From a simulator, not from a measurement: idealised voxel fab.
Module name: voxel air gaps (process module)
The cross-section shown here is cut; it is 200 nm wide and divided into square cells measuring 5 nm on a side.
Cross-section = grid of square cells, listed top down in bands; band = one or more rows.
A band entry consists of two parts. The first gives the height of the band's top and the height of its bottom, in nm. The rest lists the band's materials from left to right, each with its width in nm. A single material labelled with the word "everywhere" fills the band from edge to edge, and the word "empty" marks empty space.
Zero point of the height axis is 0; under it, received wafer = one material. Lowest band: continues down indefinitely, "0 nm and below".
Width: "30->40" (first number = top row, second number = bottom row, same change from row to row of cells).
It should be understood that the words "everything unchanged", when stated for a given step, signify that the cross-section underwent no change in any of its cells during that step.
"Sealed internal voids": empty spaces of 8 cells or more with no open way to the top, each given as width x height at distance, distance from the left edge, all in nm.
Anything after a step's settings on that line? It's the simulator's own note about the step.
On any step carrying a mask, the "overlay nm" setting, if present on the step's line, tells how far right of its planned place the mask lay; negative values point to the left.

# Planned process steps
1 RECEIVE | material Si
2 CONFORMAL_DEP | material SiO2 | thk nm 15
3 CONFORMAL_DEP | material SiN | thk nm 5
4 DIRECTIONAL_DEP | material SiO2 | thk nm 35
5 DIRECTIONAL_DEP | material aC | thk nm 15
6 PATTERN | tone open | mask id LINES | material resist | width nm 15 | pitch nm 40 | thk nm 35 | overlay nm 0
7 DIRECTIONAL_ETCH | etch materials aC | depth nm 15
8 STRIP | etch materials resist
9 DIRECTIONAL_ETCH | etch materials SiO2 | depth nm 35
10 STRIP | etch materials aC
11 CONFORMAL_DEP | material TiN | thk nm 5
12 FILL_DEP | material W | thk nm 5
13 CMP | height nm 55
14 EPI | material Ru | thk nm 10
15 SELECTIVE_ETCH | etch materials SiO2 | depth nm 45
16 CONFORMAL_DEP | material SiCN | thk nm 5

# First of two wafers, with the run carried out as planned

# Incoming wafer in cross-section (state: after step 1)
	0 nm and below: Si everywhere
	Sealed internal voids: none

# Sectional view: wafer, after step 2
	15 nm to 0 nm: SiO2 everywhere
	Everything below 0 is unchanged.

# Sectional view: wafer, after step 3
	20 nm to 15 nm: SiN everywhere
	Everything below 15 is unchanged.

# Sectional view: wafer, after step 4
	55 nm to 20 nm: SiO2 everywhere
	Everything below 20 is unchanged.

# Sectional view: wafer, after step 5
	70 nm to 55 nm: aC everywhere
	Everything below 55 is unchanged.

# Sectional view: wafer, after step 6
	105 nm to 70 nm: 50 nm resist, 15 nm empty, 25 nm resist, 15 nm empty, 25 nm resist, 15 nm empty, 55 nm resist
	Everything below 70 is unchanged.

# Sectional view: wafer, after step 7
	90 nm to 70 nm: 50 nm resist, 15 nm empty, 25 nm resist, 15 nm empty, 25 nm resist, 15 nm empty, 55 nm resist
	70 nm to 55 nm: 50 nm aC, 15 nm empty, 25 nm aC, 15 nm empty, 25 nm aC, 15 nm empty, 55 nm aC
	Everything below 55 is unchanged.

# Sectional view: wafer, after step 8
	70 nm to 55 nm: 50 nm aC, 15 nm empty, 25 nm aC, 15 nm empty, 25 nm aC, 15 nm empty, 55 nm aC
	Everything below 55 is unchanged.

# Sectional view: wafer, after step 9
	70 nm to 55 nm: 50 nm aC, 15 nm empty, 25 nm aC, 15 nm empty, 25 nm aC, 15 nm empty, 55 nm aC
	55 nm to 20 nm: 50 nm SiO2, 15 nm empty, 25 nm SiO2, 15 nm empty, 25 nm SiO2, 15 nm empty, 55 nm SiO2
	Everything below 20 is unchanged.

# Sectional view: wafer, after step 10
	55 nm to 20 nm: 50 nm SiO2, 15 nm empty, 25 nm SiO2, 15 nm empty, 25 nm SiO2, 15 nm empty, 55 nm SiO2
	Everything below 20 is unchanged.

# Sectional view: wafer, after step 11
	60 nm to 55 nm: 55 nm TiN, 5 nm empty, 35 nm TiN, 5 nm empty, 35 nm TiN, 5 nm empty, 60 nm TiN
	55 nm to 25 nm: 50 nm SiO2, 5 nm TiN, 5 nm empty, 5 nm TiN, 25 nm SiO2, 5 nm TiN, 5 nm empty, 5 nm TiN, 25 nm SiO2, 5 nm TiN, 5 nm empty, 5 nm TiN, 55 nm SiO2
	25 nm to 20 nm: 50 nm SiO2, 15 nm TiN, 25 nm SiO2, 15 nm TiN, 25 nm SiO2, 15 nm TiN, 55 nm SiO2
	Everything below 20 is unchanged.

# Sectional view: wafer, after step 12
	65 nm to 60 nm: W everywhere
	60 nm to 55 nm: 55 nm TiN, 5 nm W, 35 nm TiN, 5 nm W, 35 nm TiN, 5 nm W, 60 nm TiN
	55 nm to 25 nm: 50 nm SiO2, 5 nm TiN, 5 nm W, 5 nm TiN, 25 nm SiO2, 5 nm TiN, 5 nm W, 5 nm TiN, 25 nm SiO2, 5 nm TiN, 5 nm W, 5 nm TiN, 55 nm SiO2
	Everything below 25 is unchanged.

# Sectional view: wafer, after step 13
	55 nm to 25 nm: 50 nm SiO2, 5 nm TiN, 5 nm W, 5 nm TiN, 25 nm SiO2, 5 nm TiN, 5 nm W, 5 nm TiN, 25 nm SiO2, 5 nm TiN, 5 nm W, 5 nm TiN, 55 nm SiO2
	Everything below 25 is unchanged.

# Sectional view: wafer, after step 14
	65 nm to 55 nm: 40 nm empty, 35 nm Ru, 5 nm empty, 35 nm Ru, 5 nm empty, 35 nm Ru, 45 nm empty
	Everything below 55 is unchanged.

# Sectional view: wafer, after step 15
	65 nm to 55 nm: 40 nm empty, 35 nm Ru, 5 nm empty, 35 nm Ru, 5 nm empty, 35 nm Ru, 45 nm empty
	55 nm to 25 nm: 50 nm empty, 5 nm TiN, 5 nm W, 5 nm TiN, 25 nm empty, 5 nm TiN, 5 nm W, 5 nm TiN, 25 nm empty, 5 nm TiN, 5 nm W, 5 nm TiN, 55 nm empty
	25 nm to 20 nm: 50 nm empty, 15 nm TiN, 25 nm empty, 15 nm TiN, 25 nm empty, 15 nm TiN, 55 nm empty
	Everything below 20 is unchanged.

# Sectional view: wafer, after step 16
	70 nm to 65 nm: 35 nm empty, 125 nm SiCN, 40 nm empty
	65 nm to 55 nm: 35 nm empty, 5 nm SiCN, 35 nm Ru, 5 nm SiCN, 35 nm Ru, 5 nm SiCN, 35 nm Ru, 5 nm SiCN, 40 nm empty
	55 nm to 50 nm: 35 nm empty, 15 nm SiCN, 5 nm TiN, 5 nm W, 5 nm TiN, 25 nm SiCN, 5 nm TiN, 5 nm W, 5 nm TiN, 25 nm SiCN, 5 nm TiN, 5 nm W, 5 nm TiN, 15 nm SiCN, 40 nm empty
	50 nm to 25 nm: 45 nm empty, 5 nm SiCN, 5 nm TiN, 5 nm W, 5 nm TiN, 5 nm SiCN, 15 nm empty, 5 nm SiCN, 5 nm TiN, 5 nm W, 5 nm TiN, 5 nm SiCN, 15 nm empty, 5 nm SiCN, 5 nm TiN, 5 nm W, 5 nm TiN, 5 nm SiCN, 50 nm empty
	25 nm to 20 nm: 50 nm SiCN, 15 nm TiN, 25 nm SiCN, 15 nm TiN, 25 nm SiCN, 15 nm TiN, 55 nm SiCN
	Everything below 20 is unchanged.
	Sealed internal voids: 15 x 25 at 70; 15 x 25 at 110

# Here the second wafer is described. Its start and its plan were those of the first wafer. Its run contained one mistake. Up to and including step 5, it did exactly what the first wafer did

# Look at the second wafer in cross-section at the time step 6 ought to have finished
	105 nm to 70 nm: 45 nm resist, 25 nm empty, 15 nm resist, 25 nm empty, 15 nm resist, 25 nm empty, 50 nm resist
	Everything below 70 is unchanged.

# Look at the second wafer in cross-section at the time step 7 ought to have finished
	90 nm to 70 nm: 45 nm resist, 25 nm empty, 15 nm resist, 25 nm empty, 15 nm resist, 25 nm empty, 50 nm resist
	70 nm to 55 nm: 45 nm aC, 25 nm empty, 15 nm aC, 25 nm empty, 15 nm aC, 25 nm empty, 50 nm aC
	Everything below 55 is unchanged.

# Look at the second wafer in cross-section at the time step 8 ought to have finished
	70 nm to 55 nm: 45 nm aC, 25 nm empty, 15 nm aC, 25 nm empty, 15 nm aC, 25 nm empty, 50 nm aC
	Everything below 55 is unchanged.

# Look at the second wafer in cross-section at the time step 9 ought to have finished
	70 nm to 55 nm: 45 nm aC, 25 nm empty, 15 nm aC, 25 nm empty, 15 nm aC, 25 nm empty, 50 nm aC
	55 nm to 20 nm: 45 nm SiO2, 25 nm empty, 15 nm SiO2, 25 nm empty, 15 nm SiO2, 25 nm empty, 50 nm SiO2
	Everything below 20 is unchanged.

# Look at the second wafer in cross-section at the time step 10 ought to have finished
	55 nm to 20 nm: 45 nm SiO2, 25 nm empty, 15 nm SiO2, 25 nm empty, 15 nm SiO2, 25 nm empty, 50 nm SiO2
	Everything below 20 is unchanged.

# Look at the second wafer in cross-section at the time step 11 ought to have finished
	60 nm to 55 nm: 50 nm TiN, 15 nm empty, 25 nm TiN, 15 nm empty, 25 nm TiN, 15 nm empty, 55 nm TiN
	55 nm to 25 nm: 45 nm SiO2, 5 nm TiN, 15 nm empty, 5 nm TiN, 15 nm SiO2, 5 nm TiN, 15 nm empty, 5 nm TiN, 15 nm SiO2, 5 nm TiN, 15 nm empty, 5 nm TiN, 50 nm SiO2
	25 nm to 20 nm: 45 nm SiO2, 25 nm TiN, 15 nm SiO2, 25 nm TiN, 15 nm SiO2, 25 nm TiN, 50 nm SiO2
	Everything below 20 is unchanged.

# Look at the second wafer in cross-section at the time step 12 ought to have finished
	65 nm to 60 nm: W everywhere
	60 nm to 55 nm: 50 nm TiN, 15 nm W, 25 nm TiN, 15 nm W, 25 nm TiN, 15 nm W, 55 nm TiN
	55 nm to 25 nm: 45 nm SiO2, 5 nm TiN, 15 nm W, 5 nm TiN, 15 nm SiO2, 5 nm TiN, 15 nm W, 5 nm TiN, 15 nm SiO2, 5 nm TiN, 15 nm W, 5 nm TiN, 50 nm SiO2
	Everything below 25 is unchanged.

# Look at the second wafer in cross-section at the time step 13 ought to have finished
	55 nm to 25 nm: 45 nm SiO2, 5 nm TiN, 15 nm W, 5 nm TiN, 15 nm SiO2, 5 nm TiN, 15 nm W, 5 nm TiN, 15 nm SiO2, 5 nm TiN, 15 nm W, 5 nm TiN, 50 nm SiO2
	Everything below 25 is unchanged.

# Look at the second wafer in cross-section at the time step 14 ought to have finished
	65 nm to 55 nm: 35 nm empty, 125 nm Ru, 40 nm empty
	Everything below 55 is unchanged.

# Look at the second wafer in cross-section at the time step 15 ought to have finished
	65 nm to 55 nm: 35 nm empty, 125 nm Ru, 40 nm empty
	55 nm to 25 nm: 45 nm empty, 5 nm TiN, 15 nm W, 5 nm TiN, 15 nm SiO2, 5 nm TiN, 15 nm W, 5 nm TiN, 15 nm SiO2, 5 nm TiN, 15 nm W, 5 nm TiN, 50 nm empty
	25 nm to 20 nm: 45 nm empty, 25 nm TiN, 15 nm SiO2, 25 nm TiN, 15 nm SiO2, 25 nm TiN, 50 nm empty
	Everything below 20 is unchanged.

# Look at the second wafer in cross-section at the time step 16 ought to have finished
	70 nm to 65 nm: 30 nm empty, 135 nm SiCN, 35 nm empty
	65 nm to 55 nm: 30 nm empty, 5 nm SiCN, 125 nm Ru, 5 nm SiCN, 35 nm empty
	55 nm to 50 nm: 30 nm empty, 15 nm SiCN, 5 nm TiN, 15 nm W, 5 nm TiN, 15 nm SiO2, 5 nm TiN, 15 nm W, 5 nm TiN, 15 nm SiO2, 5 nm TiN, 15 nm W, 5 nm TiN, 15 nm SiCN, 35 nm empty
	50 nm to 25 nm: 40 nm empty, 5 nm SiCN, 5 nm TiN, 15 nm W, 5 nm TiN, 15 nm SiO2, 5 nm TiN, 15 nm W, 5 nm TiN, 15 nm SiO2, 5 nm TiN, 15 nm W, 5 nm TiN, 5 nm SiCN, 45 nm empty
	25 nm to 20 nm: 45 nm SiCN, 25 nm TiN, 15 nm SiO2, 25 nm TiN, 15 nm SiO2, 25 nm TiN, 50 nm SiCN
	Everything below 20 is unchanged.
Plan not followed: step 6 deviated from plan and actually ran as PATTERN | tone open | mask id LINES | material resist | width nm 25 | pitch nm 40 | thk nm 35 | overlay nm 0
End check, counted in cells, second wafer has more or fewer of these materials than the first: Ru: 8 more | SiCN: 44 fewer | SiO2: 42 more | TiN: 6 more | W: 36 more
Final count of closed voids per wafer: 2 in the first, 0 in the second.
